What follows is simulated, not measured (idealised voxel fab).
process module | voxel self aligned vias
In the cross-section labelled cut, the width is 240 nm and each square cell is 5 nm.
Cross-sections here: square-cell grids, written as top-down lists of bands, a band being one or more rows of cells. Top, bottom (nm), then materials left to right with widths (nm); lone material tagged "full width" fills the whole band edge to edge; "air" = empty space. Heights are reckoned from 0. Under this level, the received wafer is all of one material. The bottommost band is open-ended downward, for example "0 nm and below". The width entry "30..40" should be interpreted row by row: the top row of cells in the band takes the first number, the bottom row takes the second number, and the change between adjacent rows is uniform throughout. Step note "no modification" = no cross-section cell changed. Voids not open to the top, 8 cells minimum: see "Voids, fully enclosed". Written width x height at distance; distance is from the left edge; nm. If you see something after the settings on a step's line, that's the simulator's own remark about that step. If you see "overlay nm" on a step's line and that step has a mask, it's telling you how far right of where it was planned the mask ended up; a negative number means it went left instead.

THE PROCESS STEPS THAT WERE PLANNED ARE LISTED BELOW
| 1 | RECEIVE with material Si |
| 2 | CONFORMAL_DEP with material SiO2, thk nm 10 |
| 3 | CONFORMAL_DEP with material SiCN, thk nm 5 |
| 4 | DIRECTIONAL_DEP with material SiO2, thk nm 20 |
| 5 | PATTERN with tone open, mask id LINES, material resist, width nm 25, pitch nm 60, thk nm 20, overlay nm 0 |
| 6 | DIRECTIONAL_ETCH with etch materials SiO2, depth nm 20 |
| 7 | STRIP with etch materials resist |
| 8 | CONFORMAL_DEP with material TiN, thk nm 5 |
| 9 | FILL_DEP with material W, thk nm 10 |
| 10 | CMP with height nm 35 |
| 11 | SELECTIVE_ETCH with etch materials W Ru TiN, depth nm 10 |
| 12 | FILL_DEP with material SiN, thk nm 10 |
| 13 | CMP with height nm 35 |
| 14 | DIRECTIONAL_DEP with material SiO2, thk nm 20 |
| 15 | DIRECTIONAL_DEP with material aC, thk nm 15 |
| 16 | PATTERN with tone open, mask id VIAS, material resist, width nm 35, thk nm 35, overlay nm 0 |
| 17 | DIRECTIONAL_ETCH with etch materials aC, depth nm 15 |
| 18 | STRIP with etch materials resist |
| 19 | DIRECTIONAL_ETCH with etch materials SiO2, depth nm 20 |
| 20 | DIRECTIONAL_ETCH with etch materials SiN, depth nm 10 |
| 21 | STRIP with etch materials aC |
| 22 | CONFORMAL_DEP with material TiN, thk nm 5 |
| 23 | FILL_DEP with material Ru, thk nm 10 |
| 24 | CMP with height nm 55 |
| 25 | CONFORMAL_DEP with material SiN, thk nm 5 |

WHAT FOLLOWS COVERS THE FIRST OF TWO WAFERS; IT RAN AS PLANNED

DELIVERED WAFER IN CROSS-SECTION: STATE AFTER STEP 1
    0 nm and below  Si full width
    Voids, fully enclosed: none

HOW THE WAFER STANDS IN SECTION AFTER STEP 2
    10 nm to 0 nm  SiO2 full width
    Below 0 it's all the same as before, nothing changed down there.

HOW THE WAFER STANDS IN SECTION AFTER STEP 3
    15 nm to 10 nm  SiCN full width
    Below 10 it's all the same as before, nothing changed down there.

HOW THE WAFER STANDS IN SECTION AFTER STEP 4
    35 nm to 15 nm  SiO2 full width
    Below 15 it's all the same as before, nothing changed down there.

HOW THE WAFER STANDS IN SECTION AFTER STEP 5
    55 nm to 35 nm  resist: 75; air: 25; resist: 35; air: 25; resist: 80
    Below 35 it's all the same as before, nothing changed down there.

HOW THE WAFER STANDS IN SECTION AFTER STEP 6
    55 nm to 35 nm  resist: 75; air: 25; resist: 35; air: 25; resist: 80
    35 nm to 15 nm  SiO2: 75; air: 25; SiO2: 35; air: 25; SiO2: 80
    Below 15 it's all the same as before, nothing changed down there.

HOW THE WAFER STANDS IN SECTION AFTER STEP 7
    35 nm to 15 nm  SiO2: 75; air: 25; SiO2: 35; air: 25; SiO2: 80
    Below 15 it's all the same as before, nothing changed down there.

HOW THE WAFER STANDS IN SECTION AFTER STEP 8
    40 nm to 35 nm  TiN: 80; air: 15; TiN: 45; air: 15; TiN: 85
    35 nm to 20 nm  SiO2: 75; TiN: 5; air: 15; TiN: 5; SiO2: 35; TiN: 5; air: 15; TiN: 5; SiO2: 80
    20 nm to 15 nm  SiO2: 75; TiN: 25; SiO2: 35; TiN: 25; SiO2: 80
    Below 15 it's all the same as before, nothing changed down there.

HOW THE WAFER STANDS IN SECTION AFTER STEP 9
    50 nm to 40 nm  W full width
    40 nm to 35 nm  TiN: 80; W: 15; TiN: 45; W: 15; TiN: 85
    35 nm to 20 nm  SiO2: 75; TiN: 5; W: 15; TiN: 5; SiO2: 35; TiN: 5; W: 15; TiN: 5; SiO2: 80
    Below 20 it's all the same as before, nothing changed down there.

HOW THE WAFER STANDS IN SECTION AFTER STEP 10
    35 nm to 20 nm  SiO2: 75; TiN: 5; W: 15; TiN: 5; SiO2: 35; TiN: 5; W: 15; TiN: 5; SiO2: 80
    Below 20 it's all the same as before, nothing changed down there.

HOW THE WAFER STANDS IN SECTION AFTER STEP 11
    35 nm to 25 nm  SiO2: 75; air: 25; SiO2: 35; air: 25; SiO2: 80
    Below 25 it's all the same as before, nothing changed down there.

HOW THE WAFER STANDS IN SECTION AFTER STEP 12
    45 nm to 35 nm  SiN full width
    35 nm to 25 nm  SiO2: 75; SiN: 25; SiO2: 35; SiN: 25; SiO2: 80
    Below 25 it's all the same as before, nothing changed down there.

HOW THE WAFER STANDS IN SECTION AFTER STEP 13
    35 nm to 25 nm  SiO2: 75; SiN: 25; SiO2: 35; SiN: 25; SiO2: 80
    Below 25 it's all the same as before, nothing changed down there.

HOW THE WAFER STANDS IN SECTION AFTER STEP 14
    55 nm to 35 nm  SiO2 full width
    Below 35 it's all the same as before, nothing changed down there.

HOW THE WAFER STANDS IN SECTION AFTER STEP 15
    70 nm to 55 nm  aC full width
    Below 55 it's all the same as before, nothing changed down there.

HOW THE WAFER STANDS IN SECTION AFTER STEP 16
    105 nm to 70 nm  resist: 70; air: 35; resist: 135
    Below 70 it's all the same as before, nothing changed down there.

HOW THE WAFER STANDS IN SECTION AFTER STEP 17
    90 nm to 70 nm  resist: 70; air: 35; resist: 135
    70 nm to 55 nm  aC: 70; air: 35; aC: 135
    Below 55 it's all the same as before, nothing changed down there.

HOW THE WAFER STANDS IN SECTION AFTER STEP 18
    70 nm to 55 nm  aC: 70; air: 35; aC: 135
    Below 55 it's all the same as before, nothing changed down there.

HOW THE WAFER STANDS IN SECTION AFTER STEP 19
    70 nm to 55 nm  aC: 70; air: 35; aC: 135
    55 nm to 35 nm  SiO2: 70; air: 35; SiO2: 135
    Below 35 it's all the same as before, nothing changed down there.

HOW THE WAFER STANDS IN SECTION AFTER STEP 20
    70 nm to 55 nm  aC: 70; air: 35; aC: 135
    55 nm to 35 nm  SiO2: 70; air: 35; SiO2: 135
    35 nm to 25 nm  SiO2: 75; air: 25; SiO2: 35; SiN: 25; SiO2: 80
    Below 25 it's all the same as before, nothing changed down there.

HOW THE WAFER STANDS IN SECTION AFTER STEP 21
    55 nm to 35 nm  SiO2: 70; air: 35; SiO2: 135
    Below 35 it's all the same as before, nothing changed down there.

HOW THE WAFER STANDS IN SECTION AFTER STEP 22
    60 nm to 55 nm  TiN: 75; air: 25; TiN: 140
    55 nm to 40 nm  SiO2: 70; TiN: 5; air: 25; TiN: 5; SiO2: 135
    40 nm to 35 nm  SiO2: 70; TiN: 10; air: 15; TiN: 10; SiO2: 135
    35 nm to 30 nm  SiO2: 75; TiN: 5; air: 15; TiN: 5; SiO2: 35; SiN: 25; SiO2: 80
    30 nm to 25 nm  SiO2: 75; TiN: 25; SiO2: 35; SiN: 25; SiO2: 80
    Below 25 it's all the same as before, nothing changed down there.

HOW THE WAFER STANDS IN SECTION AFTER STEP 23
    70 nm to 60 nm  Ru full width
    60 nm to 55 nm  TiN: 75; Ru: 25; TiN: 140
    55 nm to 40 nm  SiO2: 70; TiN: 5; Ru: 25; TiN: 5; SiO2: 135
    40 nm to 35 nm  SiO2: 70; TiN: 10; Ru: 15; TiN: 10; SiO2: 135
    35 nm to 30 nm  SiO2: 75; TiN: 5; Ru: 15; TiN: 5; SiO2: 35; SiN: 25; SiO2: 80
    Below 30 it's all the same as before, nothing changed down there.

HOW THE WAFER STANDS IN SECTION AFTER STEP 24
    55 nm to 40 nm  SiO2: 70; TiN: 5; Ru: 25; TiN: 5; SiO2: 135
    Below 40 it's all the same as before, nothing changed down there.

HOW THE WAFER STANDS IN SECTION AFTER STEP 25
    60 nm to 55 nm  SiN full width
    Below 55 it's all the same as before, nothing changed down there.

OKAY, SECOND WAFER. NOTHING DIFFERENT AT THE START, NOTHING DIFFERENT IN THE PLAN, JUST ONE MISTAKE SOMEWHERE IN THE RUNNING. AS FAR AS STEP 11, COUNTING THAT STEP, IT'S THE FIRST WAFER ALL OVER AGAIN

X-SECTION, SECOND WAFER, WHEN STEP 12 WAS DUE TO FINISH
    45 nm to 35 nm  W full width
    35 nm to 25 nm  SiO2: 75; W: 25; SiO2: 35; W: 25; SiO2: 80
    Below 25 it's all the same as before, nothing changed down there.

X-SECTION, SECOND WAFER, WHEN STEP 13 WAS DUE TO FINISH
    35 nm to 25 nm  SiO2: 75; W: 25; SiO2: 35; W: 25; SiO2: 80
    Below 25 it's all the same as before, nothing changed down there.

X-SECTION, SECOND WAFER, WHEN STEP 14 WAS DUE TO FINISH
    55 nm to 35 nm  SiO2 full width
    Below 35 it's all the same as before, nothing changed down there.

X-SECTION, SECOND WAFER, WHEN STEP 15 WAS DUE TO FINISH
    70 nm to 55 nm  aC full width
    Below 55 it's all the same as before, nothing changed down there.

X-SECTION, SECOND WAFER, WHEN STEP 16 WAS DUE TO FINISH
    105 nm to 70 nm  resist: 70; air: 35; resist: 135
    Below 70 it's all the same as before, nothing changed down there.

X-SECTION, SECOND WAFER, WHEN STEP 17 WAS DUE TO FINISH
    90 nm to 70 nm  resist: 70; air: 35; resist: 135
    70 nm to 55 nm  aC: 70; air: 35; aC: 135
    Below 55 it's all the same as before, nothing changed down there.

X-SECTION, SECOND WAFER, WHEN STEP 18 WAS DUE TO FINISH
    70 nm to 55 nm  aC: 70; air: 35; aC: 135
    Below 55 it's all the same as before, nothing changed down there.

X-SECTION, SECOND WAFER, WHEN STEP 19 WAS DUE TO FINISH
    70 nm to 55 nm  aC: 70; air: 35; aC: 135
    55 nm to 35 nm  SiO2: 70; air: 35; SiO2: 135
    Below 35 it's all the same as before, nothing changed down there.

X-section, second wafer, when step 20 was due to finish: no modification

X-SECTION, SECOND WAFER, WHEN STEP 21 WAS DUE TO FINISH
    55 nm to 35 nm  SiO2: 70; air: 35; SiO2: 135
    Below 35 it's all the same as before, nothing changed down there.

X-SECTION, SECOND WAFER, WHEN STEP 22 WAS DUE TO FINISH
    60 nm to 55 nm  TiN: 75; air: 25; TiN: 140
    55 nm to 40 nm  SiO2: 70; TiN: 5; air: 25; TiN: 5; SiO2: 135
    40 nm to 35 nm  SiO2: 70; TiN: 35; SiO2: 135
    Below 35 it's all the same as before, nothing changed down there.

X-SECTION, SECOND WAFER, WHEN STEP 23 WAS DUE TO FINISH
    70 nm to 60 nm  Ru full width
    60 nm to 55 nm  TiN: 75; Ru: 25; TiN: 140
    55 nm to 40 nm  SiO2: 70; TiN: 5; Ru: 25; TiN: 5; SiO2: 135
    Below 40 it's all the same as before, nothing changed down there.

X-SECTION, SECOND WAFER, WHEN STEP 24 WAS DUE TO FINISH
    55 nm to 40 nm  SiO2: 70; TiN: 5; Ru: 25; TiN: 5; SiO2: 135
    Below 40 it's all the same as before, nothing changed down there.

X-SECTION, SECOND WAFER, WHEN STEP 25 WAS DUE TO FINISH
    60 nm to 55 nm  SiN full width
    Below 55 it's all the same as before, nothing changed down there.
Diagnosis: planned and actual differ for step 12; actual: FILL_DEP with material W, thk nm 10
Final comparison by cell count, materials where the second wafer has more or fewer than the first: 6 fewer of Ru, 10 fewer of SiN, 4 fewer of TiN, 20 more of W
